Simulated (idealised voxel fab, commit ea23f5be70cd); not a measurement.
process module | voxel trench capacitor
cross-section cut | 290 nm wide | cells 5 nm
A cross-section is a grid of square cells, given in bands from the top down. A band is one or more rows of cells.
Each band's line starts with the height of the band's top and of its bottom, in nm. Then come its materials from left to right, each with its width in nm. One material with "throughout" fills the band from edge to edge. "air" is empty space.
Height 0 is the level under which the wafer as received is all one material. The lowest band goes on downwards, as in "0 down".
A width such as "30 to 40" changes by the same amount from each row of cells to the next, from the band's top row to its bottom row.
"no change" after a step means that no cell of the cross-section changed.
closed voids: empty space of 8 cells or more with no open way to the top, each as width x height at its distance from the left edge, in nm
after a step's settings: what the simulator itself notes on the step
overlay nm, on a step with a mask: how far to the right of its planned place the mask lay; to the left if negative
plan
1 op RECEIVE | material Si
2 op CONFORMAL_DEP | material SiN | thk nm 5
3 op DIRECTIONAL_DEP | material aC | thk nm 10
4 op PATTERN | tone open | mask id TRENCH | material resist | width nm 25 | pitch nm 50 | thk nm 25 | overlay nm 0
5 op DIRECTIONAL_ETCH | etch materials aC | depth nm 10
6 op STRIP | etch materials resist
7 op DIRECTIONAL_ETCH | etch materials SiN | depth nm 5
8 op DIRECTIONAL_ETCH | etch materials Si | depth nm 30
9 op STRIP | etch materials aC
10 op CONFORMAL_DEP | material SiO2 | thk nm 5
11 op FILL_DEP | material polySi | thk nm 10
12 op CMP | height nm 5
as received, after step 1
  0 down: Si throughout
  closed voids: none
a wafer at the end: this start, this plan, one mistake
  20 to 10: polySi throughout
  10 to 5: SiO2 60 | polySi 15 | SiO2 35 | polySi 15 | SiO2 35 | polySi 15 | SiO2 35 | polySi 15 | SiO2 65
  5 to 0: SiN 55 | SiO2 5 | polySi 15 | SiO2 5 | SiN 25 | SiO2 5 | polySi 15 | SiO2 5 | SiN 25 | SiO2 5 | polySi 15 | SiO2 5 | SiN 25 | SiO2 5 | polySi 15 | SiO2 5 | SiN 60
  0 to -25: Si 55 | SiO2 5 | polySi 15 | SiO2 5 | Si 25 | SiO2 5 | polySi 15 | SiO2 5 | Si 25 | SiO2 5 | polySi 15 | SiO2 5 | Si 25 | SiO2 5 | polySi 15 | SiO2 5 | Si 60
  -25 to -30: Si 55 | SiO2 25 | Si 25 | SiO2 25 | Si 25 | SiO2 25 | Si 25 | SiO2 25 | Si 60
  -30 down: Si throughout
  closed voids: none
what went wrong: step 12 was left out
